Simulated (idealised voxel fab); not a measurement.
A process module follows: voxel quadruple lines.
Pictured: cross-section cut, 205 nm wide, on a grid of 5 nm square cells.
Reading order for cross-sections: top band down to bottom band. Underlying form: a grid of square cells. Band size: one or more rows of cells. Quick guide to a band line: top height, bottom height (nm) up front; then every material left to right with its width in nm. Only one material and it's marked "throughout"? Then it fills the band edge to edge. And "empty" just means empty space. Height reference: 0 = level under which incoming wafer is all one material. Lowest band: no bottom, runs on downward, e.g. "0..down". The expression "30..40" gives the width at the extremes of the band, the first number at its top row of cells and the second at its bottom row, with the width changing by equal amounts from each row to the next in between. For the purposes of this document, the phrase "nothing was modified" attached to a step denotes that no cell within the cross-section was modified by that step. "Enclosed void listing" specifies each empty space that is not open to the top and that occupies no fewer than 8 cells, using the form width x height at distance, the distance measured from the left edge and all three quantities in nm. That trailing text on a step's line, after the settings, is the simulator's own remark on the step. The "overlay nm" setting may appear on a step's line; for a step that uses a mask, it gives how far to the right of its planned position the mask lay, and a negative value indicates the left.
Set out below are the planned steps of the process:
1) RECEIVE, material Si
2) CONFORMAL_DEP, material SiO2, thk nm 10
3) DIRECTIONAL_DEP, material TiN, thk nm 15
4) DIRECTIONAL_DEP, material polySi, thk nm 20
5) DIRECTIONAL_DEP, material aC, thk nm 25
6) PATTERN, tone cover, mask id MANDREL, material resist, width nm 20, thk nm 30, overlay nm 0
7) DIRECTIONAL_ETCH, etch materials aC, depth nm 25
8) STRIP, etch materials resist
9) CONFORMAL_DEP, material SiO2, thk nm 10
10) DIRECTIONAL_ETCH, etch materials SiO2, depth nm 10
11) STRIP, etch materials aC
12) DIRECTIONAL_ETCH, etch materials polySi, depth nm 20
13) STRIP, etch materials SiO2
14) CONFORMAL_DEP, material SiN, thk nm 5
15) DIRECTIONAL_ETCH, etch materials SiN, depth nm 5
16) STRIP, etch materials polySi
17) DIRECTIONAL_ETCH, etch materials TiN, depth nm 15
18) STRIP, etch materials SiN
Cross-sectional view of the wafer in its as-received condition, corresponding to the state after step 1:
- 0..down = Si throughout
- Enclosed void listing: none
Run as planned - first of the two wafers cross-sectioned at the end of the module:
- 25..10 = empty 75 nm, then TiN 5 nm, then empty 10 nm, then TiN 5 nm, then empty 10 nm, then TiN 5 nm, then empty 10 nm, then TiN 5 nm, then empty 80 nm
- 10..0 = SiO2 throughout
- 0..down = Si throughout
- Enclosed void listing: none
Wafer two, end of module, cross-section. Same start, same plan as wafer one. One mistake in the run:
- 40..25 = empty 75 nm, then TiN 5 nm, then empty 10 nm, then TiN 5 nm, then empty 10 nm, then TiN 5 nm, then empty 10 nm, then TiN 5 nm, then empty 80 nm
- 25..10 = TiN throughout
- 10..0 = SiO2 throughout
- 0..down = Si throughout
- Enclosed void listing: none
In executing the process, a mistake was made relative to the plan: step 3 was run twice
It is noted that, at the conclusion of processing, the second wafer exhibits a higher or lower cell count for certain materials relative to the first: +123 TiN
